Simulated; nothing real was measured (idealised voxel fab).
process module | voxel transistor to metal
cross-section cut | 285 nm wide | cells 5 nm
A cross-section is a grid of square cells, given in bands from the top down. A band is one or more rows of cells.
Each band's line starts with the height of the band's top and of its bottom, in nm. Then come its materials from left to right, each with its width in nm. One material with "throughout" fills the band from edge to edge. "air" is empty space.
Height 0 is the level under which the wafer as received is all one material. The lowest band goes on downwards, as in "0 down".
A width such as "30 to 40" changes by the same amount from each row of cells to the next, from the band's top row to its bottom row.
"no change" after a step means that no cell of the cross-section changed.
closed voids: empty space of 8 cells or more with no open way to the top, each as width x height at its distance from the left edge, in nm
after a step's settings: what the simulator itself notes on the step
overlay nm, on a step with a mask: how far to the right of its planned place the mask lay; to the left if negative
Each pair below shows a cross-section before one step and the cross-section after it, down to the lowest band that changed. The line under each pair gives the step between them, with its settings. The pairs can come from different runs of this module on the same starting wafer, so a pair continues from the pair above only where its "before" says so.
before
  20 to 10: SiO2 25 | air 15 | SiO2 65 | air 15 | SiO2 40 | air 15 | SiO2 65 | air 15 | SiO2 30
  10 to 0: SiO2 25 | air 15 | SiO2 5 | SiN 10 | TiN 5 | W 25 | TiN 5 | SiN 10 | SiO2 5 | air 15 | SiO2 40 | air 15 | SiO2 5 | SiN 10 | TiN 5 | W 25 | TiN 5 | SiN 10 | SiO2 5 | air 15 | SiO2 30
  0 to -5: SiO2 10 | SiN 10 | SiO2 5 | air 15 | SiO2 5 | SiN 10 | TiN 5 | W 25 | TiN 5 | SiN 10 | SiO2 5 | air 15 | SiO2 5 | SiN 10 | SiO2 10 | SiN 10 | SiO2 5 | air 15 | SiO2 5 | SiN 10 | TiN 5 | W 25 | TiN 5 | SiN 10 | SiO2 5 | air 15 | SiO2 5 | SiN 10 | SiO2 15
  -5 to -10: SiO2 20 | SiGe 25 | SiO2 5 | TiN 45 | SiO2 5 | SiGe 25 | SiO2 30 | SiGe 25 | SiO2 5 | TiN 45 | SiO2 5 | SiGe 25 | SiO2 25
  -10 to -45: SiO2 20 | Si 105 | SiO2 30 | Si 105 | SiO2 25
  -45 down: Si throughout
  closed voids: none
after
  25 to 20: TiN 30 | air 5 | TiN 75 | air 5 | TiN 50 | air 5 | TiN 75 | air 5 | TiN 35
  20 to 10: SiO2 25 | TiN 5 | air 5 | TiN 5 | SiO2 65 | TiN 5 | air 5 | TiN 5 | SiO2 40 | TiN 5 | air 5 | TiN 5 | SiO2 65 | TiN 5 | air 5 | TiN 5 | SiO2 30
  10 to 0: SiO2 25 | TiN 5 | air 5 | TiN 5 | SiO2 5 | SiN 10 | TiN 5 | W 25 | TiN 5 | SiN 10 | SiO2 5 | TiN 5 | air 5 | TiN 5 | SiO2 40 | TiN 5 | air 5 | TiN 5 | SiO2 5 | SiN 10 | TiN 5 | W 25 | TiN 5 | SiN 10 | SiO2 5 | TiN 5 | air 5 | TiN 5 | SiO2 30
  0 to -5: SiO2 10 | SiN 10 | SiO2 5 | TiN 15 | SiO2 5 | SiN 10 | TiN 5 | W 25 | TiN 5 | SiN 10 | SiO2 5 | TiN 15 | SiO2 5 | SiN 10 | SiO2 10 | SiN 10 | SiO2 5 | TiN 15 | SiO2 5 | SiN 10 | TiN 5 | W 25 | TiN 5 | SiN 10 | SiO2 5 | TiN 15 | SiO2 5 | SiN 10 | SiO2 15
  below -5: unchanged
  closed voids: none
the step between: op CONFORMAL_DEP | material TiN | thk nm 5
before: the cross-section after the pair above
after
  35 to 25: W throughout
  25 to 20: TiN 30 | W 5 | TiN 75 | W 5 | TiN 50 | W 5 | TiN 75 | W 5 | TiN 35
  20 to 10: SiO2 25 | TiN 5 | W 5 | TiN 5 | SiO2 65 | TiN 5 | W 5 | TiN 5 | SiO2 40 | TiN 5 | W 5 | TiN 5 | SiO2 65 | TiN 5 | W 5 | TiN 5 | SiO2 30
  10 to 0: SiO2 25 | TiN 5 | W 5 | TiN 5 | SiO2 5 | SiN 10 | TiN 5 | W 25 | TiN 5 | SiN 10 | SiO2 5 | TiN 5 | W 5 | TiN 5 | SiO2 40 | TiN 5 | W 5 | TiN 5 | SiO2 5 | SiN 10 | TiN 5 | W 25 | TiN 5 | SiN 10 | SiO2 5 | TiN 5 | W 5 | TiN 5 | SiO2 30
  below 0: unchanged
  closed voids: none
the step between: op FILL_DEP | material W | thk nm 10
before: the cross-section after the pair above
after
  20 to 10: SiO2 25 | TiN 5 | W 5 | TiN 5 | SiO2 65 | TiN 5 | W 5 | TiN 5 | SiO2 40 | TiN 5 | W 5 | TiN 5 | SiO2 65 | TiN 5 | W 5 | TiN 5 | SiO2 30
  below 10: unchanged
  closed voids: none
the step between: op CMP | height nm 20
before: the cross-section after the pair above
after
  25 to 20: SiN throughout
  below 20: unchanged
  closed voids: none
the step between: op CONFORMAL_DEP | material SiN | thk nm 5
before: the cross-section after the pair above
after
  45 to 25: lowk throughout
  below 25: unchanged
  closed voids: none
the step between: op DIRECTIONAL_DEP | material lowk | thk nm 20
before: the cross-section after the pair above
after
  60 to 45: resist 25 | air 15 | resist 65 | air 15 | resist 40 | air 15 | resist 65 | air 15 | resist 30
  below 45: unchanged
  closed voids: none
the step between: op PATTERN | tone open | mask id METAL_1 | material resist | width nm 15 | thk nm 15 | overlay nm 0
before: the cross-section after the pair above
after
  60 to 45: resist 25 | air 15 | resist 65 | air 15 | resist 40 | air 15 | resist 65 | air 15 | resist 30
  45 to 25: lowk 25 | air 15 | lowk 65 | air 15 | lowk 40 | air 15 | lowk 65 | air 15 | lowk 30
  below 25: unchanged
  closed voids: none
the step between: op DIRECTIONAL_ETCH | etch materials lowk | depth nm 20
before: the cross-section after the pair above
after
  60 to 45: resist 25 | air 15 | resist 65 | air 15 | resist 40 | air 15 | resist 65 | air 15 | resist 30
  45 to 25: lowk 25 | air 15 | lowk 65 | air 15 | lowk 40 | air 15 | lowk 65 | air 15 | lowk 30
  25 to 20: SiN 25 | air 15 | SiN 65 | air 15 | SiN 40 | air 15 | SiN 65 | air 15 | SiN 30
  below 20: unchanged
  closed voids: none
the step between: op DIRECTIONAL_ETCH | etch materials SiN | depth nm 5
before: the cross-section after the pair above
after
  45 to 25: lowk 25 | air 15 | lowk 65 | air 15 | lowk 40 | air 15 | lowk 65 | air 15 | lowk 30
  below 25: unchanged
  closed voids: none
the step between: op STRIP | etch materials resist
before: the cross-section after the pair above
after
  50 to 45: TiN 30 | air 5 | TiN 75 | air 5 | TiN 50 | air 5 | TiN 75 | air 5 | TiN 35
  45 to 25: lowk 25 | TiN 5 | air 5 | TiN 5 | lowk 65 | TiN 5 | air 5 | TiN 5 | lowk 40 | TiN 5 | air 5 | TiN 5 | lowk 65 | TiN 5 | air 5 | TiN 5 | lowk 30
  25 to 20: SiN 25 | TiN 15 | SiN 65 | TiN 15 | SiN 40 | TiN 15 | SiN 65 | TiN 15 | SiN 30
  below 20: unchanged
  closed voids: none
the step between: op CONFORMAL_DEP | material TiN | thk nm 5
before: the cross-section after the pair above
after
  55 to 50: Cu throughout
  50 to 45: TiN 30 | Cu 5 | TiN 75 | Cu 5 | TiN 50 | Cu 5 | TiN 75 | Cu 5 | TiN 35
  45 to 25: lowk 25 | TiN 5 | Cu 5 | TiN 5 | lowk 65 | TiN 5 | Cu 5 | TiN 5 | lowk 40 | TiN 5 | Cu 5 | TiN 5 | lowk 65 | TiN 5 | Cu 5 | TiN 5 | lowk 30
  below 25: unchanged
  closed voids: none
the step between: op FILL_DEP | material Cu | thk nm 5
before: the cross-section after the pair above
after
  45 to 25: lowk 25 | TiN 5 | Cu 5 | TiN 5 | lowk 65 | TiN 5 | Cu 5 | TiN 5 | lowk 40 | TiN 5 | Cu 5 | TiN 5 | lowk 65 | TiN 5 | Cu 5 | TiN 5 | lowk 30
  below 25: unchanged
  closed voids: none
the step between: op CMP | height nm 45
before: the cross-section after the pair above
after
  50 to 45: air 20 | Ru 25 | air 55 | Ru 25 | air 30 | Ru 25 | air 55 | Ru 25 | air 25
  below 45: unchanged
  closed voids: none
the step between: op EPI | material Ru | thk nm 5
before: the cross-section after the pair above
after
  55 to 50: SiCN throughout
  50 to 45: SiCN 20 | Ru 25 | SiCN 55 | Ru 25 | SiCN 30 | Ru 25 | SiCN 55 | Ru 25 | SiCN 25
  below 45: unchanged
  closed voids: none
the step between: op FILL_DEP | material SiCN | thk nm 5
before
  20 to 15: air 40 | TiN 20 | air 25 | TiN 20 | air 70 | TiN 20 | air 25 | TiN 20 | air 45
  15 to 10: TiN 45 | SiN 10 | TiN 5 | air 25 | TiN 5 | SiN 10 | TiN 80 | SiN 10 | TiN 5 | air 25 | TiN 5 | SiN 10 | TiN 50
  10 to 0: SiO2 45 | SiN 10 | TiN 5 | air 25 | TiN 5 | SiN 10 | SiO2 80 | SiN 10 | TiN 5 | air 25 | TiN 5 | SiN 10 | SiO2 50
  0 to -5: SiO2 10 | SiN 10 | SiO2 25 | SiN 10 | TiN 5 | air 25 | TiN 5 | SiN 10 | SiO2 25 | SiN 10 | SiO2 10 | SiN 10 | SiO2 25 | SiN 10 | TiN 5 | air 25 | TiN 5 | SiN 10 | SiO2 25 | SiN 10 | SiO2 15
  -5 to -10: SiO2 20 | SiGe 25 | SiO2 5 | TiN 45 | SiO2 5 | SiGe 25 | SiO2 30 | SiGe 25 | SiO2 5 | TiN 45 | SiO2 5 | SiGe 25 | SiO2 25
  -10 to -45: SiO2 20 | Si 105 | SiO2 30 | Si 105 | SiO2 25
  -45 down: Si throughout
  closed voids: none
after
  25 to 20: air 35 | HfO2 30 | air 15 | HfO2 30 | air 60 | HfO2 30 | air 15 | HfO2 30 | air 40
  20 to 15: HfO2 40 | TiN 20 | HfO2 5 | air 15 | HfO2 5 | TiN 20 | HfO2 70 | TiN 20 | HfO2 5 | air 15 | HfO2 5 | TiN 20 | HfO2 45
  15 to 10: TiN 45 | SiN 10 | TiN 5 | HfO2 5 | air 15 | HfO2 5 | TiN 5 | SiN 10 | TiN 80 | SiN 10 | TiN 5 | HfO2 5 | air 15 | HfO2 5 | TiN 5 | SiN 10 | TiN 50
  10 to 0: SiO2 45 | SiN 10 | TiN 5 | HfO2 5 | air 15 | HfO2 5 | TiN 5 | SiN 10 | SiO2 80 | SiN 10 | TiN 5 | HfO2 5 | air 15 | HfO2 5 | TiN 5 | SiN 10 | SiO2 50
  0 to -5: SiO2 10 | SiN 10 | SiO2 25 | SiN 10 | TiN 5 | HfO2 25 | TiN 5 | SiN 10 | SiO2 25 | SiN 10 | SiO2 10 | SiN 10 | SiO2 25 | SiN 10 | TiN 5 | HfO2 25 | TiN 5 | SiN 10 | SiO2 25 | SiN 10 | SiO2 15
  below -5: unchanged
  closed voids: none
the step between: op CONFORMAL_DEP | material HfO2 | thk nm 5
before: the cross-section after the pair above
after
  30 to 25: W throughout
  25 to 20: W 35 | HfO2 30 | W 15 | HfO2 30 | W 60 | HfO2 30 | W 15 | HfO2 30 | W 40
  20 to 15: HfO2 40 | TiN 20 | HfO2 5 | W 15 | HfO2 5 | TiN 20 | HfO2 70 | TiN 20 | HfO2 5 | W 15 | HfO2 5 | TiN 20 | HfO2 45
  15 to 10: TiN 45 | SiN 10 | TiN 5 | HfO2 5 | W 15 | HfO2 5 | TiN 5 | SiN 10 | TiN 80 | SiN 10 | TiN 5 | HfO2 5 | W 15 | HfO2 5 | TiN 5 | SiN 10 | TiN 50
  10 to 0: SiO2 45 | SiN 10 | TiN 5 | HfO2 5 | W 15 | HfO2 5 | TiN 5 | SiN 10 | SiO2 80 | SiN 10 | TiN 5 | HfO2 5 | W 15 | HfO2 5 | TiN 5 | SiN 10 | SiO2 50
  below 0: unchanged
  closed voids: none
the step between: op FILL_DEP | material W | thk nm 5
before: the cross-section after the pair above
after
  10 to 0: SiO2 45 | SiN 10 | TiN 5 | HfO2 5 | W 15 | HfO2 5 | TiN 5 | SiN 10 | SiO2 80 | SiN 10 | TiN 5 | HfO2 5 | W 15 | HfO2 5 | TiN 5 | SiN 10 | SiO2 50
  below 0: unchanged
  closed voids: none
the step between: op CMP | height nm 10
before: the cross-section after the pair above
after
  20 to 10: SiO2 throughout
  below 10: unchanged
  closed voids: none
the step between: op DIRECTIONAL_DEP | material SiO2 | thk nm 10
before: the cross-section after the pair above
after
  35 to 20: aC throughout
  below 20: unchanged
  closed voids: none
the step between: op DIRECTIONAL_DEP | material aC | thk nm 15
before: the cross-section after the pair above
after
  65 to 35: resist 25 | air 15 | resist 65 | air 15 | resist 40 | air 15 | resist 65 | air 15 | resist 30
  below 35: unchanged
  closed voids: none
the step between: op PATTERN | tone open | mask id CONTACT | material resist | width nm 15 | thk nm 30 | overlay nm 0
before: the cross-section after the pair above
after
  50 to 35: resist 25 | air 15 | resist 65 | air 15 | resist 40 | air 15 | resist 65 | air 15 | resist 30
  35 to 20: aC 25 | air 15 | aC 65 | air 15 | aC 40 | air 15 | aC 65 | air 15 | aC 30
  below 20: unchanged
  closed voids: none
the step between: op DIRECTIONAL_ETCH | etch materials aC | depth nm 15
before: the cross-section after the pair above
after
  35 to 20: aC 25 | air 15 | aC 65 | air 15 | aC 40 | air 15 | aC 65 | air 15 | aC 30
  below 20: unchanged
  closed voids: none
the step between: op STRIP | etch materials resist
before: the cross-section after the pair above
after
  35 to 20: aC 25 | air 15 | aC 65 | air 15 | aC 40 | air 15 | aC 65 | air 15 | aC 30
  20 to 10: SiO2 25 | air 15 | SiO2 65 | air 15 | SiO2 40 | air 15 | SiO2 65 | air 15 | SiO2 30
  10 to 0: SiO2 25 | air 15 | SiO2 5 | SiN 10 | TiN 5 | HfO2 5 | W 15 | HfO2 5 | TiN 5 | SiN 10 | SiO2 5 | air 15 | SiO2 40 | air 15 | SiO2 5 | SiN 10 | TiN 5 | HfO2 5 | W 15 | HfO2 5 | TiN 5 | SiN 10 | SiO2 5 | air 15 | SiO2 30
  0 to -5: SiO2 10 | SiN 10 | SiO2 5 | air 15 | SiO2 5 | SiN 10 | TiN 5 | HfO2 25 | TiN 5 | SiN 10 | SiO2 5 | air 15 | SiO2 5 | SiN 10 | SiO2 10 | SiN 10 | SiO2 5 | air 15 | SiO2 5 | SiN 10 | TiN 5 | HfO2 25 | TiN 5 | SiN 10 | SiO2 5 | air 15 | SiO2 5 | SiN 10 | SiO2 15
  below -5: unchanged
  closed voids: none
the step between: op DIRECTIONAL_ETCH | etch materials SiO2 | depth nm 25
before: the cross-section after the pair above
after
  20 to 10: SiO2 25 | air 15 | SiO2 65 | air 15 | SiO2 40 | air 15 | SiO2 65 | air 15 | SiO2 30
  below 10: unchanged
  closed voids: none
the step between: op STRIP | etch materials aC
before: the cross-section after the pair above
after
  25 to 20: TiN 30 | air 5 | TiN 75 | air 5 | TiN 50 | air 5 | TiN 75 | air 5 | TiN 35
  20 to 10: SiO2 25 | TiN 5 | air 5 | TiN 5 | SiO2 65 | TiN 5 | air 5 | TiN 5 | SiO2 40 | TiN 5 | air 5 | TiN 5 | SiO2 65 | TiN 5 | air 5 | TiN 5 | SiO2 30
  10 to 0: SiO2 25 | TiN 5 | air 5 | TiN 5 | SiO2 5 | SiN 10 | TiN 5 | HfO2 5 | W 15 | HfO2 5 | TiN 5 | SiN 10 | SiO2 5 | TiN 5 | air 5 | TiN 5 | SiO2 40 | TiN 5 | air 5 | TiN 5 | SiO2 5 | SiN 10 | TiN 5 | HfO2 5 | W 15 | HfO2 5 | TiN 5 | SiN 10 | SiO2 5 | TiN 5 | air 5 | TiN 5 | SiO2 30
  0 to -5: SiO2 10 | SiN 10 | SiO2 5 | TiN 15 | SiO2 5 | SiN 10 | TiN 5 | HfO2 25 | TiN 5 | SiN 10 | SiO2 5 | TiN 15 | SiO2 5 | SiN 10 | SiO2 10 | SiN 10 | SiO2 5 | TiN 15 | SiO2 5 | SiN 10 | TiN 5 | HfO2 25 | TiN 5 | SiN 10 | SiO2 5 | TiN 15 | SiO2 5 | SiN 10 | SiO2 15
  below -5: unchanged
  closed voids: none
the step between: op CONFORMAL_DEP | material TiN | thk nm 5
before: the cross-section after the pair above
after
  35 to 25: W throughout
  25 to 20: TiN 30 | W 5 | TiN 75 | W 5 | TiN 50 | W 5 | TiN 75 | W 5 | TiN 35
  20 to 10: SiO2 25 | TiN 5 | W 5 | TiN 5 | SiO2 65 | TiN 5 | W 5 | TiN 5 | SiO2 40 | TiN 5 | W 5 | TiN 5 | SiO2 65 | TiN 5 | W 5 | TiN 5 | SiO2 30
  10 to 0: SiO2 25 | TiN 5 | W 5 | TiN 5 | SiO2 5 | SiN 10 | TiN 5 | HfO2 5 | W 15 | HfO2 5 | TiN 5 | SiN 10 | SiO2 5 | TiN 5 | W 5 | TiN 5 | SiO2 40 | TiN 5 | W 5 | TiN 5 | SiO2 5 | SiN 10 | TiN 5 | HfO2 5 | W 15 | HfO2 5 | TiN 5 | SiN 10 | SiO2 5 | TiN 5 | W 5 | TiN 5 | SiO2 30
  below 0: unchanged
  closed voids: none
the step between: op FILL_DEP | material W | thk nm 10
before: the cross-section after the pair above
after
  20 to 10: SiO2 25 | TiN 5 | W 5 | TiN 5 | SiO2 65 | TiN 5 | W 5 | TiN 5 | SiO2 40 | TiN 5 | W 5 | TiN 5 | SiO2 65 | TiN 5 | W 5 | TiN 5 | SiO2 30
  below 10: unchanged
  closed voids: none
the step between: op CMP | height nm 20
before: the cross-section after the pair above
after
  25 to 20: SiN throughout
  below 20: unchanged
  closed voids: none
the step between: op CONFORMAL_DEP | material SiN | thk nm 5
before: the cross-section after the pair above
after
  45 to 25: lowk throughout
  below 25: unchanged
  closed voids: none
the step between: op DIRECTIONAL_DEP | material lowk | thk nm 20
before: the cross-section after the pair above
after
  60 to 45: resist 25 | air 15 | resist 65 | air 15 | resist 40 | air 15 | resist 65 | air 15 | resist 30
  below 45: unchanged
  closed voids: none
the step between: op PATTERN | tone open | mask id METAL_1 | material resist | width nm 15 | thk nm 15 | overlay nm 0
before: the cross-section after the pair above
after
  60 to 45: resist 25 | air 15 | resist 65 | air 15 | resist 40 | air 15 | resist 65 | air 15 | resist 30
  45 to 25: lowk 25 | air 15 | lowk 65 | air 15 | lowk 40 | air 15 | lowk 65 | air 15 | lowk 30
  below 25: unchanged
  closed voids: none
the step between: op DIRECTIONAL_ETCH | etch materials lowk | depth nm 20
before: the cross-section after the pair above
after
  60 to 45: resist 25 | air 15 | resist 65 | air 15 | resist 40 | air 15 | resist 65 | air 15 | resist 30
  45 to 25: lowk 25 | air 15 | lowk 65 | air 15 | lowk 40 | air 15 | lowk 65 | air 15 | lowk 30
  25 to 20: SiN 25 | air 15 | SiN 65 | air 15 | SiN 40 | air 15 | SiN 65 | air 15 | SiN 30
  below 20: unchanged
  closed voids: none
the step between: op DIRECTIONAL_ETCH | etch materials SiN | depth nm 5
before: the cross-section after the pair above
after
  45 to 25: lowk 25 | air 15 | lowk 65 | air 15 | lowk 40 | air 15 | lowk 65 | air 15 | lowk 30
  below 25: unchanged
  closed voids: none
the step between: op STRIP | etch materials resist
before: the cross-section after the pair above
after
  50 to 45: TiN 30 | air 5 | TiN 75 | air 5 | TiN 50 | air 5 | TiN 75 | air 5 | TiN 35
  45 to 25: lowk 25 | TiN 5 | air 5 | TiN 5 | lowk 65 | TiN 5 | air 5 | TiN 5 | lowk 40 | TiN 5 | air 5 | TiN 5 | lowk 65 | TiN 5 | air 5 | TiN 5 | lowk 30
  25 to 20: SiN 25 | TiN 15 | SiN 65 | TiN 15 | SiN 40 | TiN 15 | SiN 65 | TiN 15 | SiN 30
  below 20: unchanged
  closed voids: none
the step between: op CONFORMAL_DEP | material TiN | thk nm 5
before: the cross-section after the pair above
after
  55 to 50: Cu throughout
  50 to 45: TiN 30 | Cu 5 | TiN 75 | Cu 5 | TiN 50 | Cu 5 | TiN 75 | Cu 5 | TiN 35
  45 to 25: lowk 25 | TiN 5 | Cu 5 | TiN 5 | lowk 65 | TiN 5 | Cu 5 | TiN 5 | lowk 40 | TiN 5 | Cu 5 | TiN 5 | lowk 65 | TiN 5 | Cu 5 | TiN 5 | lowk 30
  below 25: unchanged
  closed voids: none
the step between: op FILL_DEP | material Cu | thk nm 5
before: the cross-section after the pair above
after
  45 to 25: lowk 25 | TiN 5 | Cu 5 | TiN 5 | lowk 65 | TiN 5 | Cu 5 | TiN 5 | lowk 40 | TiN 5 | Cu 5 | TiN 5 | lowk 65 | TiN 5 | Cu 5 | TiN 5 | lowk 30
  below 25: unchanged
  closed voids: none
the step between: op CMP | height nm 45
before: the cross-section after the pair above
after
  50 to 45: air 20 | Ru 25 | air 55 | Ru 25 | air 30 | Ru 25 | air 55 | Ru 25 | air 25
  below 45: unchanged
  closed voids: none
the step between: op EPI | material Ru | thk nm 5
before: the cross-section after the pair above
after
  55 to 50: SiCN throughout
  50 to 45: SiCN 20 | Ru 25 | SiCN 55 | Ru 25 | SiCN 30 | Ru 25 | SiCN 55 | Ru 25 | SiCN 25
  below 45: unchanged
  closed voids: none
the step between: op FILL_DEP | material SiCN | thk nm 5
before
  35 to 25: W throughout
  25 to 20: TiN 30 | W 5 | TiN 75 | W 5 | TiN 50 | W 5 | TiN 75 | W 5 | TiN 35
  20 to 10: SiO2 25 | TiN 5 | W 5 | TiN 5 | SiO2 65 | TiN 5 | W 5 | TiN 5 | SiO2 40 | TiN 5 | W 5 | TiN 5 | SiO2 65 | TiN 5 | W 5 | TiN 5 | SiO2 30
  10 to 0: SiO2 25 | TiN 5 | W 5 | TiN 5 | SiO2 5 | SiN 10 | HfO2 5 | TiN 5 | W 15 | TiN 5 | HfO2 5 | SiN 10 | SiO2 5 | TiN 5 | W 5 | TiN 5 | SiO2 40 | TiN 5 | W 5 | TiN 5 | SiO2 5 | SiN 10 | HfO2 5 | TiN 5 | W 15 | TiN 5 | HfO2 5 | SiN 10 | SiO2 5 | TiN 5 | W 5 | TiN 5 | SiO2 30
  0 to -5: SiO2 10 | SiN 10 | SiO2 5 | TiN 15 | SiO2 5 | SiN 10 | HfO2 5 | TiN 25 | HfO2 5 | SiN 10 | SiO2 5 | TiN 15 | SiO2 5 | SiN 10 | SiO2 10 | SiN 10 | SiO2 5 | TiN 15 | SiO2 5 | SiN 10 | HfO2 5 | TiN 25 | HfO2 5 | SiN 10 | SiO2 5 | TiN 15 | SiO2 5 | SiN 10 | SiO2 15
  -5 to -10: SiO2 20 | SiGe 25 | SiO2 5 | HfO2 45 | SiO2 5 | SiGe 25 | SiO2 30 | SiGe 25 | SiO2 5 | HfO2 45 | SiO2 5 | SiGe 25 | SiO2 25
  -10 to -45: SiO2 20 | Si 105 | SiO2 30 | Si 105 | SiO2 25
  -45 down: Si throughout
  closed voids: none
after
  15 to 10: SiO2 25 | TiN 5 | W 5 | TiN 5 | SiO2 65 | TiN 5 | W 5 | TiN 5 | SiO2 40 | TiN 5 | W 5 | TiN 5 | SiO2 65 | TiN 5 | W 5 | TiN 5 | SiO2 30
  below 10: unchanged
  closed voids: none
the step between: op CMP | height nm 15
before: the cross-section after the pair above
after
  20 to 15: SiN throughout
  below 15: unchanged
  closed voids: none
the step between: op CONFORMAL_DEP | material SiN | thk nm 5
before: the cross-section after the pair above
after
  40 to 20: lowk throughout
  below 20: unchanged
  closed voids: none
the step between: op DIRECTIONAL_DEP | material lowk | thk nm 20
before: the cross-section after the pair above
after
  55 to 40: resist 25 | air 15 | resist 65 | air 15 | resist 40 | air 15 | resist 65 | air 15 | resist 30
  below 40: unchanged
  closed voids: none
the step between: op PATTERN | tone open | mask id METAL_1 | material resist | width nm 15 | thk nm 15 | overlay nm 0
before: the cross-section after the pair above
after
  55 to 40: resist 25 | air 15 | resist 65 | air 15 | resist 40 | air 15 | resist 65 | air 15 | resist 30
  40 to 20: lowk 25 | air 15 | lowk 65 | air 15 | lowk 40 | air 15 | lowk 65 | air 15 | lowk 30
  below 20: unchanged
  closed voids: none
the step between: op DIRECTIONAL_ETCH | etch materials lowk | depth nm 20
before: the cross-section after the pair above
after
  55 to 40: resist 25 | air 15 | resist 65 | air 15 | resist 40 | air 15 | resist 65 | air 15 | resist 30
  40 to 20: lowk 25 | air 15 | lowk 65 | air 15 | lowk 40 | air 15 | lowk 65 | air 15 | lowk 30
  20 to 15: SiN 25 | air 15 | SiN 65 | air 15 | SiN 40 | air 15 | SiN 65 | air 15 | SiN 30
  below 15: unchanged
  closed voids: none
the step between: op DIRECTIONAL_ETCH | etch materials SiN | depth nm 5
before: the cross-section after the pair above
after
  40 to 20: lowk 25 | air 15 | lowk 65 | air 15 | lowk 40 | air 15 | lowk 65 | air 15 | lowk 30
  below 20: unchanged
  closed voids: none
the step between: op STRIP | etch materials resist
before: the cross-section after the pair above
after
  45 to 40: TiN 30 | air 5 | TiN 75 | air 5 | TiN 50 | air 5 | TiN 75 | air 5 | TiN 35
  40 to 20: lowk 25 | TiN 5 | air 5 | TiN 5 | lowk 65 | TiN 5 | air 5 | TiN 5 | lowk 40 | TiN 5 | air 5 | TiN 5 | lowk 65 | TiN 5 | air 5 | TiN 5 | lowk 30
  20 to 15: SiN 25 | TiN 15 | SiN 65 | TiN 15 | SiN 40 | TiN 15 | SiN 65 | TiN 15 | SiN 30
  below 15: unchanged
  closed voids: none
the step between: op CONFORMAL_DEP | material TiN | thk nm 5
before: the cross-section after the pair above
after
  50 to 45: Cu throughout
  45 to 40: TiN 30 | Cu 5 | TiN 75 | Cu 5 | TiN 50 | Cu 5 | TiN 75 | Cu 5 | TiN 35
  40 to 20: lowk 25 | TiN 5 | Cu 5 | TiN 5 | lowk 65 | TiN 5 | Cu 5 | TiN 5 | lowk 40 | TiN 5 | Cu 5 | TiN 5 | lowk 65 | TiN 5 | Cu 5 | TiN 5 | lowk 30
  below 20: unchanged
  closed voids: none
the step between: op FILL_DEP | material Cu | thk nm 5
before: the cross-section after the pair above
after
  45 to 40: TiN 30 | Cu 5 | TiN 75 | Cu 5 | TiN 50 | Cu 5 | TiN 75 | Cu 5 | TiN 35
  below 40: unchanged
  closed voids: none
the step between: op CMP | height nm 45
before: the cross-section after the pair above
after
  50 to 45: Ru throughout
  below 45: unchanged
  closed voids: none
the step between: op EPI | material Ru | thk nm 5
before: the cross-section after the pair above
after
  55 to 50: SiCN throughout
  below 50: unchanged
  closed voids: none
the step between: op FILL_DEP | material SiCN | thk nm 5
before
  35 to 20: aC throughout
  20 to 10: SiO2 throughout
  10 to 0: SiO2 45 | SiN 10 | HfO2 5 | TiN 5 | W 15 | TiN 5 | HfO2 5 | SiN 10 | SiO2 80 | SiN 10 | HfO2 5 | TiN 5 | W 15 | TiN 5 | HfO2 5 | SiN 10 | SiO2 50
  0 to -5: SiO2 10 | SiN 10 | SiO2 25 | SiN 10 | HfO2 5 | TiN 25 | HfO2 5 | SiN 10 | SiO2 25 | SiN 10 | SiO2 10 | SiN 10 | SiO2 25 | SiN 10 | HfO2 5 | TiN 25 | HfO2 5 | SiN 10 | SiO2 25 | SiN 10 | SiO2 15
  -5 to -10: SiO2 20 | SiGe 25 | SiO2 5 | HfO2 45 | SiO2 5 | SiGe 25 | SiO2 30 | SiGe 25 | SiO2 5 | HfO2 45 | SiO2 5 | SiGe 25 | SiO2 25
  -10 to -45: SiO2 20 | Si 105 | SiO2 30 | Si 105 | SiO2 25
  -45 down: Si throughout
  closed voids: none
after
  65 to 35: resist 20 | air 25 | resist 55 | air 25 | resist 30 | air 25 | resist 55 | air 25 | resist 25
  below 35: unchanged
  closed voids: none
the step between: op PATTERN | tone open | mask id CONTACT | material resist | width nm 25 | thk nm 30 | overlay nm 0
before: the cross-section after the pair above
after
  50 to 35: resist 20 | air 25 | resist 55 | air 25 | resist 30 | air 25 | resist 55 | air 25 | resist 25
  35 to 20: aC 20 | air 25 | aC 55 | air 25 | aC 30 | air 25 | aC 55 | air 25 | aC 25
  below 20: unchanged
  closed voids: none
the step between: op DIRECTIONAL_ETCH | etch materials aC | depth nm 15
before: the cross-section after the pair above
after
  35 to 20: aC 20 | air 25 | aC 55 | air 25 | aC 30 | air 25 | aC 55 | air 25 | aC 25
  below 20: unchanged
  closed voids: none
the step between: op STRIP | etch materials resist
before: the cross-section after the pair above
after
  35 to 20: aC 20 | air 25 | aC 55 | air 25 | aC 30 | air 25 | aC 55 | air 25 | aC 25
  20 to 10: SiO2 20 | air 25 | SiO2 55 | air 25 | SiO2 30 | air 25 | SiO2 55 | air 25 | SiO2 25
  10 to 0: SiO2 20 | air 25 | SiN 10 | HfO2 5 | TiN 5 | W 15 | TiN 5 | HfO2 5 | SiN 10 | air 25 | SiO2 30 | air 25 | SiN 10 | HfO2 5 | TiN 5 | W 15 | TiN 5 | HfO2 5 | SiN 10 | air 25 | SiO2 25
  0 to -5: SiO2 10 | SiN 10 | air 25 | SiN 10 | HfO2 5 | TiN 25 | HfO2 5 | SiN 10 | air 25 | SiN 10 | SiO2 10 | SiN 10 | air 25 | SiN 10 | HfO2 5 | TiN 25 | HfO2 5 | SiN 10 | air 25 | SiN 10 | SiO2 15
  below -5: unchanged
  closed voids: none
the step between: op DIRECTIONAL_ETCH | etch materials SiO2 | depth nm 25
before: the cross-section after the pair above
after
  20 to 10: SiO2 20 | air 25 | SiO2 55 | air 25 | SiO2 30 | air 25 | SiO2 55 | air 25 | SiO2 25
  below 10: unchanged
  closed voids: none
the step between: op STRIP | etch materials aC
